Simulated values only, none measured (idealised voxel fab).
process module | voxel self aligned vias
cross-section cut | 220 nm wide | cells 5 nm
A cross-section is a grid of square cells, given in bands from the top down. A band is one or more rows of cells.
Each band's line starts with the height of the band's top and of its bottom, in nm. Then come its materials from left to right, each with its width in nm. One material with "throughout" fills the band from edge to edge. "air" is empty space.
Height 0 is the level under which the wafer as received is all one material. The lowest band goes on downwards, as in "0 down".
A width such as "30 to 40" changes by the same amount from each row of cells to the next, from the band's top row to its bottom row.
"no change" after a step means that no cell of the cross-section changed.
closed voids: empty space of 8 cells or more with no open way to the top, each as width x height at its distance from the left edge, in nm
after a step's settings: what the simulator itself notes on the step
overlay nm, on a step with a mask: how far to the right of its planned place the mask lay; to the left if negative
Each pair below shows a cross-section before one step and the cross-section after it, down to the lowest band that changed. The line under each pair gives the step between them, with its settings. The pairs can come from different runs of this module on the same starting wafer, so a pair continues from the pair above only where its "before" says so.
before
  60 to 45: lowk throughout
  45 to 35: lowk 60 | SiN 30 | lowk 40 | SiN 30 | lowk 60
  35 to 20: lowk 60 | TiN 5 | W 20 | TiN 5 | lowk 40 | TiN 5 | W 20 | TiN 5 | lowk 60
  20 to 15: lowk 60 | TiN 30 | lowk 40 | TiN 30 | lowk 60
  15 to 10: SiCN throughout
  10 to 0: SiO2 throughout
  0 down: Si throughout
  closed voids: none
after
  60 to 45: air 55 | lowk 40 | air 30 | lowk 40 | air 55
  below 45: unchanged
  closed voids: none
the step between: op MASKED_ETCH | tone cover | mask id VIAS | width nm 40 | pitch nm 70 | etch materials lowk | depth nm 15 | overlay nm 0
before: the cross-section after the pair above
after
  65 to 60: air 50 | TiN 50 | air 20 | TiN 50 | air 50
  60 to 50: air 50 | TiN 5 | lowk 40 | TiN 5 | air 20 | TiN 5 | lowk 40 | TiN 5 | air 50
  50 to 45: TiN 55 | lowk 40 | TiN 30 | lowk 40 | TiN 55
  below 45: unchanged
  closed voids: none
the step between: op CONFORMAL_DEP | material TiN | thk nm 5
before: the cross-section after the pair above
after
  75 to 65: W throughout
  65 to 60: W 50 | TiN 50 | W 20 | TiN 50 | W 50
  60 to 50: W 50 | TiN 5 | lowk 40 | TiN 5 | W 20 | TiN 5 | lowk 40 | TiN 5 | W 50
  below 50: unchanged
  closed voids: none
the step between: op FILL_DEP | material W | thk nm 10
before: the cross-section after the pair above
after
  60 to 50: W 50 | TiN 5 | lowk 40 | TiN 5 | W 20 | TiN 5 | lowk 40 | TiN 5 | W 50
  below 50: unchanged
  closed voids: none
the step between: op CMP | height nm 60
before: the cross-section after the pair above
after
  65 to 60: SiCN throughout
  below 60: unchanged
  closed voids: none
the step between: op CONFORMAL_DEP | material SiCN | thk nm 5
